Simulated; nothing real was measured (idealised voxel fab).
Name of the process module below: voxel transistor to metal
The cross-section on display is named cut; it measures 150 nm wide, and its cells are 5 nm squares.
Cross-sections here: square-cell grids, written as top-down lists of bands, a band being one or more rows of cells. Quick guide to a band line: top height, bottom height (nm) up front; then every material left to right with its width in nm. Only one material and it's marked "full width"? Then it fills the band edge to edge. And "blank" just means empty space. Height 0 is the level under which the wafer as received is all one material. The lowest band goes on downwards, as in "0 -> down". A width such as "30->40" changes by the same amount from each row of cells to the next, from the band's top row to its bottom row. What does "no modification" mean for a step? It means no cell of the cross-section changed in that step. "Fully enclosed voids" specifies each empty space that is not open to the top and that occupies no fewer than 8 cells, using the form width x height at distance, the distance measured from the left edge and all three quantities in nm. Anything after a step's settings on that line? It's the simulator's own note about the step. The setting "overlay nm" may be written on the line of a step. When the step uses a mask, the value reports how far to the right of the planned place the mask lay, and a negative value reports that it lay to the left.

The process steps that were planned are listed below:
1) RECEIVE | material Si
2) CONFORMAL_DEP | material SiO2 | thk nm 5
3) CONFORMAL_DEP | material SiN | thk nm 10
4) PATTERN | tone cover | mask id ACTIVE | material resist | width nm 95 | thk nm 15 | overlay nm 0
5) DIRECTIONAL_ETCH | etch materials SiN | depth nm 10
6) DIRECTIONAL_ETCH | etch materials SiO2 | depth nm 5
7) DIRECTIONAL_ETCH | etch materials Si | depth nm 25
8) STRIP | etch materials resist
9) OXIDIZE | depth nm 5
10) FILL_DEP | material SiO2 | thk nm 10
11) CMP | height nm 15
12) SELECTIVE_ETCH | etch materials SiO2 | depth nm 5
13) STRIP | etch materials SiN
14) SELECTIVE_ETCH | etch materials SiO2 | depth nm 5
15) OXIDIZE | depth nm 5
16) DIRECTIONAL_DEP | material polySi | thk nm 30
17) DIRECTIONAL_DEP | material SiCN | thk nm 10
18) MASKED_ETCH | tone cover | mask id GATE | width nm 15 | etch materials SiCN | depth nm 20 | overlay nm 0
19) MASKED_ETCH | tone cover | mask id GATE | width nm 15 | etch materials polySi | depth nm 40 | overlay nm 0
20) CONFORMAL_DEP | material SiN | thk nm 10
21) DIRECTIONAL_ETCH | etch materials SiN | depth nm 10
22) DIRECTIONAL_ETCH | etch materials SiO2 | depth nm 5
23) DIRECTIONAL_ETCH | etch materials Si | depth nm 10
24) EPI | material pSi | thk nm 10
25) FILL_DEP | material SiO2 | thk nm 5
26) CMP | height nm 40
27) DIRECTIONAL_DEP | material SiO2 | thk nm 15
28) MASKED_ETCH | tone open | mask id CONTACT | width nm 20 | pitch nm 65 | etch materials SiO2 | depth nm 60 | overlay nm 0
29) CONFORMAL_DEP | material TiN | thk nm 5
30) FILL_DEP | material Ru | thk nm 5
31) CMP | height nm 55
32) CONFORMAL_DEP | material SiCN | thk nm 5
33) DIRECTIONAL_DEP | material SiO2 | thk nm 20
34) PATTERN | tone open | mask id METAL_1 | material resist | width nm 20 | pitch nm 65 | thk nm 15 | overlay nm 0
35) DIRECTIONAL_ETCH | etch materials SiO2 | depth nm 20
36) DIRECTIONAL_ETCH | etch materials SiCN | depth nm 5
37) STRIP | etch materials resist
38) CONFORMAL_DEP | material TiN | thk nm 5
39) FILL_DEP | material Cu | thk nm 5
40) CMP | height nm 80
41) CONFORMAL_DEP | material SiN | thk nm 5

First of two wafers, with the run carried out as planned:

Cross-section: wafer on arrival = after step 1:
* 0 -> down  Si full width
* Fully enclosed voids: none

The wafer in cross-section once step 2 is complete:
* 5 -> 0  SiO2 full width
* Everything below 0 is unchanged.

The wafer in cross-section once step 3 is complete:
* 15 -> 5  SiN full width
* Everything below 5 is unchanged.

The wafer in cross-section once step 4 is complete:
* 30 -> 15  blank 25 | resist 95 | blank 30
* Everything below 15 is unchanged.

The wafer in cross-section once step 5 is complete:
* 30 -> 15  blank 25 | resist 95 | blank 30
* 15 -> 5  blank 25 | SiN 95 | blank 30
* Everything below 5 is unchanged.

The wafer in cross-section once step 6 is complete:
* 30 -> 15  blank 25 | resist 95 | blank 30
* 15 -> 5  blank 25 | SiN 95 | blank 30
* 5 -> 0  blank 25 | SiO2 95 | blank 30
* Everything below 0 is unchanged.

The wafer in cross-section once step 7 is complete:
* 30 -> 15  blank 25 | resist 95 | blank 30
* 15 -> 5  blank 25 | SiN 95 | blank 30
* 5 -> 0  blank 25 | SiO2 95 | blank 30
* 0 -> -25  blank 25 | Si 95 | blank 30
* Everything below -25 is unchanged.

The wafer in cross-section once step 8 is complete:
* 15 -> 5  blank 25 | SiN 95 | blank 30
* Everything below 5 is unchanged.

The wafer in cross-section once step 9 is complete:
* 15 -> 5  blank 25 | SiN 95 | blank 30
* 5 -> 0  blank 25 | SiO2 95 | blank 30
* 0 -> -25  blank 25 | SiO2 5 | Si 85 | SiO2 5 | blank 30
* -25 -> -30  SiO2 30 | Si 85 | SiO2 35
* Everything below -30 is unchanged.

The wafer in cross-section once step 10 is complete:
* 25 -> 15  SiO2 full width
* 15 -> 5  SiO2 25 | SiN 95 | SiO2 30
* 5 -> 0  SiO2 full width
* 0 -> -30  SiO2 30 | Si 85 | SiO2 35
* Everything below -30 is unchanged.

The wafer in cross-section once step 11 is complete:
* 15 -> 5  SiO2 25 | SiN 95 | SiO2 30
* Everything below 5 is unchanged.

The wafer in cross-section once step 12 is complete:
* 15 -> 10  blank 25 | SiN 95 | blank 30
* Everything below 10 is unchanged.

The wafer in cross-section once step 13 is complete:
* 10 -> 5  SiO2 25 | blank 95 | SiO2 30
* Everything below 5 is unchanged.

The wafer in cross-section once step 14 is complete:
* 5 -> 0  SiO2 20 | blank 105 | SiO2 25
* Everything below 0 is unchanged.

The wafer in cross-section once step 15 is complete:
* 5 -> 0  SiO2 20 | blank 105 | SiO2 25
* 0 -> -5  SiO2 full width
* Everything below -5 is unchanged.

The wafer in cross-section once step 16 is complete:
* 35 -> 30  polySi 20 | blank 105 | polySi 25
* 30 -> 5  polySi full width
* 5 -> 0  SiO2 20 | polySi 105 | SiO2 25
* Everything below 0 is unchanged.

The wafer in cross-section once step 17 is complete:
* 45 -> 40  SiCN 20 | blank 105 | SiCN 25
* 40 -> 35  SiCN full width
* 35 -> 30  polySi 20 | SiCN 105 | polySi 25
* Everything below 30 is unchanged.

The wafer in cross-section once step 18 is complete:
* 40 -> 35  blank 65 | SiCN 15 | blank 70
* 35 -> 30  polySi 20 | blank 45 | SiCN 15 | blank 45 | polySi 25
* Everything below 30 is unchanged.

The wafer in cross-section once step 19 is complete:
* 40 -> 30  blank 65 | SiCN 15 | blank 70
* 30 -> 5  blank 65 | polySi 15 | blank 70
* 5 -> 0  SiO2 20 | blank 45 | polySi 15 | blank 45 | SiO2 25
* Everything below 0 is unchanged.

The wafer in cross-section once step 20 is complete:
* 50 -> 40  blank 55 | SiN 35 | blank 60
* 40 -> 30  blank 55 | SiN 10 | SiCN 15 | SiN 10 | blank 60
* 30 -> 15  blank 55 | SiN 10 | polySi 15 | SiN 10 | blank 60
* 15 -> 10  SiN 30 | blank 25 | SiN 10 | polySi 15 | SiN 10 | blank 25 | SiN 35
* 10 -> 5  SiN 65 | polySi 15 | SiN 70
* 5 -> 0  SiO2 20 | SiN 45 | polySi 15 | SiN 45 | SiO2 25
* Everything below 0 is unchanged.

The wafer in cross-section once step 21 is complete:
* 40 -> 30  blank 55 | SiN 10 | SiCN 15 | SiN 10 | blank 60
* 30 -> 5  blank 55 | SiN 10 | polySi 15 | SiN 10 | blank 60
* 5 -> 0  SiO2 20 | SiN 10 | blank 25 | SiN 10 | polySi 15 | SiN 10 | blank 25 | SiN 10 | SiO2 25
* Everything below 0 is unchanged.

The wafer in cross-section once step 22 is complete:
* 40 -> 30  blank 55 | SiN 10 | SiCN 15 | SiN 10 | blank 60
* 30 -> 5  blank 55 | SiN 10 | polySi 15 | SiN 10 | blank 60
* 5 -> 0  blank 20 | SiN 10 | blank 25 | SiN 10 | polySi 15 | SiN 10 | blank 25 | SiN 10 | blank 25
* 0 -> -5  SiO2 30 | blank 25 | SiO2 35 | blank 25 | SiO2 35
* Everything below -5 is unchanged.

The wafer in cross-section once step 23 is complete:
* 40 -> 30  blank 55 | SiN 10 | SiCN 15 | SiN 10 | blank 60
* 30 -> 5  blank 55 | SiN 10 | polySi 15 | SiN 10 | blank 60
* 5 -> 0  blank 20 | SiN 10 | blank 25 | SiN 10 | polySi 15 | SiN 10 | blank 25 | SiN 10 | blank 25
* 0 -> -5  SiO2 30 | blank 25 | SiO2 35 | blank 25 | SiO2 35
* -5 -> -15  SiO2 30 | blank 25 | Si 35 | blank 25 | SiO2 35
* Everything below -15 is unchanged.

The wafer in cross-section once step 24 is complete:
* 40 -> 30  blank 55 | SiN 10 | SiCN 15 | SiN 10 | blank 60
* 30 -> 5  blank 55 | SiN 10 | polySi 15 | SiN 10 | blank 60
* 5 -> 0  blank 20 | SiN 10 | blank 15 | pSi 10 | SiN 10 | polySi 15 | SiN 10 | pSi 10 | blank 15 | SiN 10 | blank 25
* 0 -> -5  SiO2 30 | blank 15 | pSi 10 | SiO2 35 | pSi 10 | blank 15 | SiO2 35
* -5 -> -15  SiO2 30 | pSi 25 | Si 35 | pSi 25 | SiO2 35
* Everything below -15 is unchanged.

The wafer in cross-section once step 25 is complete:
* 45 -> 40  SiO2 full width
* 40 -> 30  SiO2 55 | SiN 10 | SiCN 15 | SiN 10 | SiO2 60
* 30 -> 5  SiO2 55 | SiN 10 | polySi 15 | SiN 10 | SiO2 60
* 5 -> 0  SiO2 20 | SiN 10 | SiO2 15 | pSi 10 | SiN 10 | polySi 15 | SiN 10 | pSi 10 | SiO2 15 | SiN 10 | SiO2 25
* 0 -> -5  SiO2 45 | pSi 10 | SiO2 35 | pSi 10 | SiO2 50
* Everything below -5 is unchanged.

The wafer in cross-section once step 26 is complete:
* 40 -> 30  SiO2 55 | SiN 10 | SiCN 15 | SiN 10 | SiO2 60
* Everything below 30 is unchanged.

The wafer in cross-section once step 27 is complete:
* 55 -> 40  SiO2 full width
* Everything below 40 is unchanged.

The wafer in cross-section once step 28 is complete:
* 55 -> 40  SiO2 30 | blank 20 | SiO2 45 | blank 20 | SiO2 35
* 40 -> 30  SiO2 30 | blank 20 | SiO2 5 | SiN 10 | SiCN 15 | SiN 10 | SiO2 5 | blank 20 | SiO2 35
* 30 -> 5  SiO2 30 | blank 20 | SiO2 5 | SiN 10 | polySi 15 | SiN 10 | SiO2 5 | blank 20 | SiO2 35
* 5 -> 0  SiO2 20 | SiN 10 | blank 15 | pSi 10 | SiN 10 | polySi 15 | SiN 10 | pSi 10 | blank 15 | SiN 10 | SiO2 25
* 0 -> -5  SiO2 30 | blank 15 | pSi 10 | SiO2 35 | pSi 10 | blank 15 | SiO2 35
* Everything below -5 is unchanged.

The wafer in cross-section once step 29 is complete:
* 60 -> 55  TiN 35 | blank 10 | TiN 55 | blank 10 | TiN 40
* 55 -> 40  SiO2 30 | TiN 5 | blank 10 | TiN 5 | SiO2 45 | TiN 5 | blank 10 | TiN 5 | SiO2 35
* 40 -> 30  SiO2 30 | TiN 5 | blank 10 | TiN 5 | SiO2 5 | SiN 10 | SiCN 15 | SiN 10 | SiO2 5 | TiN 5 | blank 10 | TiN 5 | SiO2 35
* 30 -> 10  SiO2 30 | TiN 5 | blank 10 | TiN 5 | SiO2 5 | SiN 10 | polySi 15 | SiN 10 | SiO2 5 | TiN 5 | blank 10 | TiN 5 | SiO2 35
* 10 -> 5  SiO2 30 | TiN 5 | blank 5 | TiN 10 | SiO2 5 | SiN 10 | polySi 15 | SiN 10 | SiO2 5 | TiN 10 | blank 5 | TiN 5 | SiO2 35
* 5 -> 0  SiO2 20 | SiN 10 | TiN 5 | blank 5 | TiN 5 | pSi 10 | SiN 10 | polySi 15 | SiN 10 | pSi 10 | TiN 5 | blank 5 | TiN 5 | SiN 10 | SiO2 25
* 0 -> -5  SiO2 30 | TiN 15 | pSi 10 | SiO2 35 | pSi 10 | TiN 15 | SiO2 35
* Everything below -5 is unchanged.

The wafer in cross-section once step 30 is complete:
* 65 -> 60  Ru full width
* 60 -> 55  TiN 35 | Ru 10 | TiN 55 | Ru 10 | TiN 40
* 55 -> 40  SiO2 30 | TiN 5 | Ru 10 | TiN 5 | SiO2 45 | TiN 5 | Ru 10 | TiN 5 | SiO2 35
* 40 -> 30  SiO2 30 | TiN 5 | Ru 10 | TiN 5 | SiO2 5 | SiN 10 | SiCN 15 | SiN 10 | SiO2 5 | TiN 5 | Ru 10 | TiN 5 | SiO2 35
* 30 -> 10  SiO2 30 | TiN 5 | Ru 10 | TiN 5 | SiO2 5 | SiN 10 | polySi 15 | SiN 10 | SiO2 5 | TiN 5 | Ru 10 | TiN 5 | SiO2 35
* 10 -> 5  SiO2 30 | TiN 5 | Ru 5 | TiN 10 | SiO2 5 | SiN 10 | polySi 15 | SiN 10 | SiO2 5 | TiN 10 | Ru 5 | TiN 5 | SiO2 35
* 5 -> 0  SiO2 20 | SiN 10 | TiN 5 | Ru 5 | TiN 5 | pSi 10 | SiN 10 | polySi 15 | SiN 10 | pSi 10 | TiN 5 | Ru 5 | TiN 5 | SiN 10 | SiO2 25
* Everything below 0 is unchanged.

The wafer in cross-section once step 31 is complete:
* 55 -> 40  SiO2 30 | TiN 5 | Ru 10 | TiN 5 | SiO2 45 | TiN 5 | Ru 10 | TiN 5 | SiO2 35
* Everything below 40 is unchanged.

The wafer in cross-section once step 32 is complete:
* 60 -> 55  SiCN full width
* Everything below 55 is unchanged.

The wafer in cross-section once step 33 is complete:
* 80 -> 60  SiO2 full width
* Everything below 60 is unchanged.

The wafer in cross-section once step 34 is complete:
* 95 -> 80  resist 30 | blank 20 | resist 45 | blank 20 | resist 35
* Everything below 80 is unchanged.

The wafer in cross-section once step 35 is complete:
* 95 -> 80  resist 30 | blank 20 | resist 45 | blank 20 | resist 35
* 80 -> 60  SiO2 30 | blank 20 | SiO2 45 | blank 20 | SiO2 35
* Everything below 60 is unchanged.

The wafer in cross-section once step 36 is complete:
* 95 -> 80  resist 30 | blank 20 | resist 45 | blank 20 | resist 35
* 80 -> 60  SiO2 30 | blank 20 | SiO2 45 | blank 20 | SiO2 35
* 60 -> 55  SiCN 30 | blank 20 | SiCN 45 | blank 20 | SiCN 35
* Everything below 55 is unchanged.

The wafer in cross-section once step 37 is complete:
* 80 -> 60  SiO2 30 | blank 20 | SiO2 45 | blank 20 | SiO2 35
* Everything below 60 is unchanged.

The wafer in cross-section once step 38 is complete:
* 85 -> 80  TiN 35 | blank 10 | TiN 55 | blank 10 | TiN 40
* 80 -> 60  SiO2 30 | TiN 5 | blank 10 | TiN 5 | SiO2 45 | TiN 5 | blank 10 | TiN 5 | SiO2 35
* 60 -> 55  SiCN 30 | TiN 20 | SiCN 45 | TiN 20 | SiCN 35
* Everything below 55 is unchanged.

The wafer in cross-section once step 39 is complete:
* 90 -> 85  Cu full width
* 85 -> 80  TiN 35 | Cu 10 | TiN 55 | Cu 10 | TiN 40
* 80 -> 60  SiO2 30 | TiN 5 | Cu 10 | TiN 5 | SiO2 45 | TiN 5 | Cu 10 | TiN 5 | SiO2 35
* Everything below 60 is unchanged.

The wafer in cross-section once step 40 is complete:
* 80 -> 60  SiO2 30 | TiN 5 | Cu 10 | TiN 5 | SiO2 45 | TiN 5 | Cu 10 | TiN 5 | SiO2 35
* Everything below 60 is unchanged.

The wafer in cross-section once step 41 is complete:
* 85 -> 80  SiN full width
* Everything below 80 is unchanged.

Second wafer. Start and plan as for the first. One mistake made in running. Agrees with the first up to and including step 27:

Second wafer profile in section, at the moment step 28 of the plan was meant to be complete:
* 55 -> 40  SiO2 35 | blank 20 | SiO2 45 | blank 20 | SiO2 30
* 40 -> 30  SiO2 35 | blank 20 | SiN 10 | SiCN 15 | SiN 10 | SiO2 10 | blank 20 | SiO2 30
* 30 -> 5  SiO2 35 | blank 20 | SiN 10 | polySi 15 | SiN 10 | SiO2 10 | blank 20 | SiO2 30
* 5 -> 0  SiO2 20 | SiN 10 | SiO2 5 | blank 10 | pSi 10 | SiN 10 | polySi 15 | SiN 10 | pSi 10 | blank 15 | SiN 10 | SiO2 25
* 0 -> -5  SiO2 35 | blank 10 | pSi 10 | SiO2 35 | pSi 10 | blank 15 | SiO2 35
* Everything below -5 is unchanged.

Second wafer profile in section, at the moment step 29 of the plan was meant to be complete:
* 60 -> 55  TiN 40 | blank 10 | TiN 55 | blank 10 | TiN 35
* 55 -> 40  SiO2 35 | TiN 5 | blank 10 | TiN 5 | SiO2 45 | TiN 5 | blank 10 | TiN 5 | SiO2 30
* 40 -> 30  SiO2 35 | TiN 5 | blank 10 | TiN 5 | SiN 10 | SiCN 15 | SiN 10 | SiO2 10 | TiN 5 | blank 10 | TiN 5 | SiO2 30
* 30 -> 10  SiO2 35 | TiN 5 | blank 10 | TiN 5 | SiN 10 | polySi 15 | SiN 10 | SiO2 10 | TiN 5 | blank 10 | TiN 5 | SiO2 30
* 10 -> 5  SiO2 35 | TiN 20 | SiN 10 | polySi 15 | SiN 10 | SiO2 10 | TiN 5 | blank 5 | TiN 10 | SiO2 30
* 5 -> 0  SiO2 20 | SiN 10 | SiO2 5 | TiN 10 | pSi 10 | SiN 10 | polySi 15 | SiN 10 | pSi 10 | TiN 5 | blank 5 | TiN 5 | SiN 10 | SiO2 25
* 0 -> -5  SiO2 35 | TiN 10 | pSi 10 | SiO2 35 | pSi 10 | TiN 15 | SiO2 35
* Everything below -5 is unchanged.

Second wafer profile in section, at the moment step 30 of the plan was meant to be complete:
* 65 -> 60  Ru full width
* 60 -> 55  TiN 40 | Ru 10 | TiN 55 | Ru 10 | TiN 35
* 55 -> 40  SiO2 35 | TiN 5 | Ru 10 | TiN 5 | SiO2 45 | TiN 5 | Ru 10 | TiN 5 | SiO2 30
* 40 -> 30  SiO2 35 | TiN 5 | Ru 10 | TiN 5 | SiN 10 | SiCN 15 | SiN 10 | SiO2 10 | TiN 5 | Ru 10 | TiN 5 | SiO2 30
* 30 -> 10  SiO2 35 | TiN 5 | Ru 10 | TiN 5 | SiN 10 | polySi 15 | SiN 10 | SiO2 10 | TiN 5 | Ru 10 | TiN 5 | SiO2 30
* 10 -> 5  SiO2 35 | TiN 20 | SiN 10 | polySi 15 | SiN 10 | SiO2 10 | TiN 5 | Ru 5 | TiN 10 | SiO2 30
* 5 -> 0  SiO2 20 | SiN 10 | SiO2 5 | TiN 10 | pSi 10 | SiN 10 | polySi 15 | SiN 10 | pSi 10 | TiN 5 | Ru 5 | TiN 5 | SiN 10 | SiO2 25
* Everything below 0 is unchanged.

Second wafer profile in section, at the moment step 31 of the plan was meant to be complete:
* 55 -> 40  SiO2 35 | TiN 5 | Ru 10 | TiN 5 | SiO2 45 | TiN 5 | Ru 10 | TiN 5 | SiO2 30
* Everything below 40 is unchanged.

Second wafer profile in section, at the moment step 32 of the plan was meant to be complete:
* 60 -> 55  SiCN full width
* Everything below 55 is unchanged.

Second wafer profile in section, at the moment step 33 of the plan was meant to be complete:
* 80 -> 60  SiO2 full width
* Everything below 60 is unchanged.

Second wafer profile in section, at the moment step 34 of the plan was meant to be complete:
* 95 -> 80  resist 30 | blank 20 | resist 45 | blank 20 | resist 35
* Everything below 80 is unchanged.

Second wafer profile in section, at the moment step 35 of the plan was meant to be complete:
* 95 -> 80  resist 30 | blank 20 | resist 45 | blank 20 | resist 35
* 80 -> 60  SiO2 30 | blank 20 | SiO2 45 | blank 20 | SiO2 35
* Everything below 60 is unchanged.

Second wafer profile in section, at the moment step 36 of the plan was meant to be complete:
* 95 -> 80  resist 30 | blank 20 | resist 45 | blank 20 | resist 35
* 80 -> 60  SiO2 30 | blank 20 | SiO2 45 | blank 20 | SiO2 35
* 60 -> 55  SiCN 30 | blank 20 | SiCN 45 | blank 20 | SiCN 35
* Everything below 55 is unchanged.

Second wafer profile in section, at the moment step 37 of the plan was meant to be complete:
* 80 -> 60  SiO2 30 | blank 20 | SiO2 45 | blank 20 | SiO2 35
* Everything below 60 is unchanged.

Second wafer profile in section, at the moment step 38 of the plan was meant to be complete:
* 85 -> 80  TiN 35 | blank 10 | TiN 55 | blank 10 | TiN 40
* 80 -> 60  SiO2 30 | TiN 5 | blank 10 | TiN 5 | SiO2 45 | TiN 5 | blank 10 | TiN 5 | SiO2 35
* 60 -> 55  SiCN 30 | TiN 20 | SiCN 45 | TiN 20 | SiCN 35
* Everything below 55 is unchanged.

Second wafer profile in section, at the moment step 39 of the plan was meant to be complete:
* 90 -> 85  Cu full width
* 85 -> 80  TiN 35 | Cu 10 | TiN 55 | Cu 10 | TiN 40
* 80 -> 60  SiO2 30 | TiN 5 | Cu 10 | TiN 5 | SiO2 45 | TiN 5 | Cu 10 | TiN 5 | SiO2 35
* Everything below 60 is unchanged.

Second wafer profile in section, at the moment step 40 of the plan was meant to be complete:
* 80 -> 60  SiO2 30 | TiN 5 | Cu 10 | TiN 5 | SiO2 45 | TiN 5 | Cu 10 | TiN 5 | SiO2 35
* Everything below 60 is unchanged.

Second wafer profile in section, at the moment step 41 of the plan was meant to be complete:
* 85 -> 80  SiN full width
* Everything below 80 is unchanged.
Nonconformance to the process plan: not per plan at step 28, really ran MASKED_ETCH | tone open | mask id CONTACT | width nm 20 | pitch nm 65 | etch materials SiO2 | depth nm 60 | overlay nm 5
End of process, cell counts, second wafer against first, materials with more or fewer: Ru: 2 fewer; SiO2: 2 more
